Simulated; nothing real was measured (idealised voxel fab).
Process module under the name voxel plated lines
We display cut, a cross-section 235 nm in width whose square cells are each 5 nm.
Throughout this document, each cross-section is represented as a grid of square cells and is presented as a sequence of bands enumerated from the top downward, where a band comprises one or more rows of cells. A band entry consists of two parts. The first gives the height of the band's top and the height of its bottom, in nm. The rest lists the band's materials from left to right, each with its width in nm. A single material labelled with the word "edge to edge" fills the band from edge to edge, and the word "empty" marks empty space. Counting heights begins at 0, where everything beneath is, in the wafer as received, one material. The lowest band has no bottom; it goes on downwards, as "0 -> down" shows. Quick explanation for "30 to 40": the width changes in equal steps down the rows of cells, from the first number in the band's top row to the second number in its bottom row. No cell of the cross-section changed in a step that is given as "no alteration". The list in "Trapped void list" covers empty spaces of 8 cells or more that cannot reach the top through any open way, and it gives each as width x height at distance; the distance is from the left edge, and width, height and distance are in nm. Text after the settings on a step's line: the simulator's own remark on that step. "overlay nm" on a masked step: distance the mask lay right of its planned place, negative for left.
-- Process steps (planned)
| 1 | RECEIVE | material Si |
| 2 | CONFORMAL_DEP | material SiO2 | thk nm 15 |
| 3 | DIRECTIONAL_DEP | material TiN | thk nm 5 |
| 4 | PATTERN | tone open | mask id LINES | material resist | width nm 15 | pitch nm 35 | thk nm 35 | overlay nm 0 |
| 5 | EPI | material Ru | thk nm 5 |
| 6 | EPI | material Ru | thk nm 10 |
| 7 | EPI | material Ru | thk nm 5 |
| 8 | STRIP | etch materials resist |
| 9 | DIRECTIONAL_ETCH | etch materials TiN | depth nm 5 |
| 10 | CONFORMAL_DEP | material SiN | thk nm 5 |
-- On the first of the two wafers: run conducted according to plan
-- Incoming wafer in cross-section (state: after step 1)
    0 -> down = Si edge to edge
    Trapped void list: none
-- after step 2
    15 -> 0 = SiO2 edge to edge
    All layers under 0 are left as they were.
-- after step 3
    20 -> 15 = TiN edge to edge
    All layers under 15 are left as they were.
-- after step 4
    55 -> 20 = resist: 90, empty: 15, resist: 20, empty: 15, resist: 95
    All layers under 20 are left as they were.
-- after step 5
    55 -> 25 = resist: 90, empty: 15, resist: 20, empty: 15, resist: 95
    25 -> 20 = resist: 90, Ru: 15, resist: 20, Ru: 15, resist: 95
    All layers under 20 are left as they were.
-- after step 6
    55 -> 35 = resist: 90, empty: 15, resist: 20, empty: 15, resist: 95
    35 -> 20 = resist: 90, Ru: 15, resist: 20, Ru: 15, resist: 95
    All layers under 20 are left as they were.
-- after step 7
    55 -> 40 = resist: 90, empty: 15, resist: 20, empty: 15, resist: 95
    40 -> 20 = resist: 90, Ru: 15, resist: 20, Ru: 15, resist: 95
    All layers under 20 are left as they were.
-- after step 8
    40 -> 20 = empty: 90, Ru: 15, empty: 20, Ru: 15, empty: 95
    All layers under 20 are left as they were.
-- after step 9
    40 -> 20 = empty: 90, Ru: 15, empty: 20, Ru: 15, empty: 95
    20 -> 15 = empty: 90, TiN: 15, empty: 20, TiN: 15, empty: 95
    All layers under 15 are left as they were.
-- after step 10
    45 -> 40 = empty: 85, SiN: 25, empty: 10, SiN: 25, empty: 90
    40 -> 20 = empty: 85, SiN: 5, Ru: 15, SiN: 5, empty: 10, SiN: 5, Ru: 15, SiN: 5, empty: 90
    20 -> 15 = SiN: 90, TiN: 15, SiN: 20, TiN: 15, SiN: 95
    All layers under 15 are left as they were.
-- The second wafer: identical to the first at the outset and in its planned sequence, differing only in that one mistake was made during processing; up to and including step 3, its path is the first wafer's path
Second wafer: cross-section at the scheduled end of step 4: no alteration
-- Second wafer: cross-section at the scheduled end of step 5
    25 -> 20 = Ru edge to edge
    All layers under 20 are left as they were.
-- Second wafer: cross-section at the scheduled end of step 6
    35 -> 20 = Ru edge to edge
    All layers under 20 are left as they were.
-- Second wafer: cross-section at the scheduled end of step 7
    40 -> 20 = Ru edge to edge
    All layers under 20 are left as they were.
Second wafer: cross-section at the scheduled end of step 8: no alteration
Second wafer: cross-section at the scheduled end of step 9: no alteration
-- Second wafer: cross-section at the scheduled end of step 10
    45 -> 40 = SiN edge to edge
    All layers under 40 are left as they were.
What broke from the plan during processing? step 4 of the plan was bypassed and not carried out
Materials where the second wafer ends with more or fewer cells than the first: Ru +164 | SiN -20 | TiN +41
